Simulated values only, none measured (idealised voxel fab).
A process module follows: voxel self aligned vias.
Xsec cut, 280 nm wide, square cell size 5 nm.
Each cross-section below is a grid of square cells, stated as bands in top-down order, with one or more rows of cells making up each band.
Look at the band entry: it leads with the top's height and the bottom's height in nm. Then it lists the materials left to right, with a width in nm for each. The word "throughout" on a single material says that material fills the band edge to edge. The word "blank" is empty space.
Below 0: as-received wafer, all one material; heights counted from there. Lowest band: no bottom, goes on down, written "0 down".
When a width is written as two numbers, as in "30..40", the first number is the width in the top row of cells of the band and the second is the width in its bottom row, and the width changes by the same amount from each row to the next.
What does "nothing different" mean for a step? It means no cell of the cross-section changed in that step.
The entry titled "Entrapped voids" provides the empty spaces that have no open way to the top, restricted to those of 8 cells or more. Each is presented as width x height at distance, the distance being measured from the left edge, with all three in nm.
after a step's settings: what the simulator itself notes on the step
A step line may carry the setting "overlay nm", which, for steps involving a mask, states the distance by which the mask lay to the right of its intended position; negative values denote displacement to the left.

**Process steps foreseen in the plan**
- 1: RECEIVE (material Si)
- 2: CONFORMAL_DEP (material SiO2; thk nm 10)
- 3: CONFORMAL_DEP (material SiCN; thk nm 5)
- 4: DIRECTIONAL_DEP (material SiO2; thk nm 25)
- 5: PATTERN (tone open; mask id LINES; material resist; width nm 25; pitch nm 60; thk nm 20; overlay nm 0)
- 6: DIRECTIONAL_ETCH (etch materials SiO2; depth nm 25)
- 7: STRIP (etch materials resist)
- 8: CONFORMAL_DEP (material TiN; thk nm 5)
- 9: FILL_DEP (material Ru; thk nm 10)
- 10: CMP (height nm 40)
- 11: SELECTIVE_ETCH (etch materials W Ru TiN; depth nm 10)
- 12: FILL_DEP (material SiN; thk nm 5)
- 13: CMP (height nm 40)
- 14: DIRECTIONAL_DEP (material SiO2; thk nm 20)
- 15: MASKED_ETCH (tone open; mask id VIAS; width nm 35; pitch nm 60; etch materials SiO2; depth nm 20; overlay nm 0)
- 16: MASKED_ETCH (tone open; mask id VIAS; width nm 35; pitch nm 60; etch materials SiN; depth nm 10; overlay nm 0)
- 17: CONFORMAL_DEP (material TiN; thk nm 5)
- 18: FILL_DEP (material Ru; thk nm 5)
- 19: CMP (height nm 60)
- 20: CONFORMAL_DEP (material SiCN; thk nm 5)

**as received, after step 1**
    0 down | Si throughout
    Entrapped voids: none

**First of two wafers, end-of-module section, run followed plan**
    65 to 60 | SiCN throughout
    60 to 45 | 90 of SiO2, 5 of TiN, 25 of Ru, 5 of TiN, 25 of SiO2, 5 of TiN, 25 of Ru, 5 of TiN, 95 of SiO2
    45 to 35 | 90..95 of SiO2, 10..5 of TiN, 15 of Ru, 10..5 of TiN, 25..35 of SiO2, 10..5 of TiN, 15 of Ru, 10..5 of TiN, 95..100 of SiO2
    35 to 30 | 95 of SiO2, 25 of TiN, 35 of SiO2, 25 of TiN, 100 of SiO2
    30 to 20 | 95 of SiO2, 5 of TiN, 15 of Ru, 5 of TiN, 35 of SiO2, 5 of TiN, 15 of Ru, 5 of TiN, 100 of SiO2
    20 to 15 | 95 of SiO2, 25 of TiN, 35 of SiO2, 25 of TiN, 100 of SiO2
    15 to 10 | SiCN throughout
    10 to 0 | SiO2 throughout
    0 down | Si throughout
    Entrapped voids: none

**Same start, same plan as the first wafer - but one mistake in the run. Cross-section of the second of the two at the end of the module**
    65 to 60 | SiCN throughout
    60 to 45 | 85 of SiO2, 5 of TiN, 35 of Ru, 5 of TiN, 15 of SiO2, 5 of TiN, 35 of Ru, 5 of TiN, 90 of SiO2
    45 to 35 | 85..95 of SiO2, 15..5 of TiN, 15 of Ru, 15..5 of TiN, 15..35 of SiO2, 15..5 of TiN, 15 of Ru, 15..5 of TiN, 90..100 of SiO2
    35 to 30 | 95 of SiO2, 25 of TiN, 35 of SiO2, 25 of TiN, 100 of SiO2
    30 to 20 | 95 of SiO2, 5 of TiN, 15 of Ru, 5 of TiN, 35 of SiO2, 5 of TiN, 15 of Ru, 5 of TiN, 100 of SiO2
    20 to 15 | 95 of SiO2, 25 of TiN, 35 of SiO2, 25 of TiN, 100 of SiO2
    15 to 10 | SiCN throughout
    10 to 0 | SiO2 throughout
    0 down | Si throughout
    Entrapped voids: none
Nonconformance to the process plan: step 15, actual vs plan mismatch, actual run MASKED_ETCH (tone open; mask id VIAS; width nm 45; pitch nm 60; etch materials SiO2; depth nm 20; overlay nm 0)
Wrapping up, a cell-based count of both wafers puts the second over or under the first for these materials: Ru +12, SiO2 -16, TiN +4
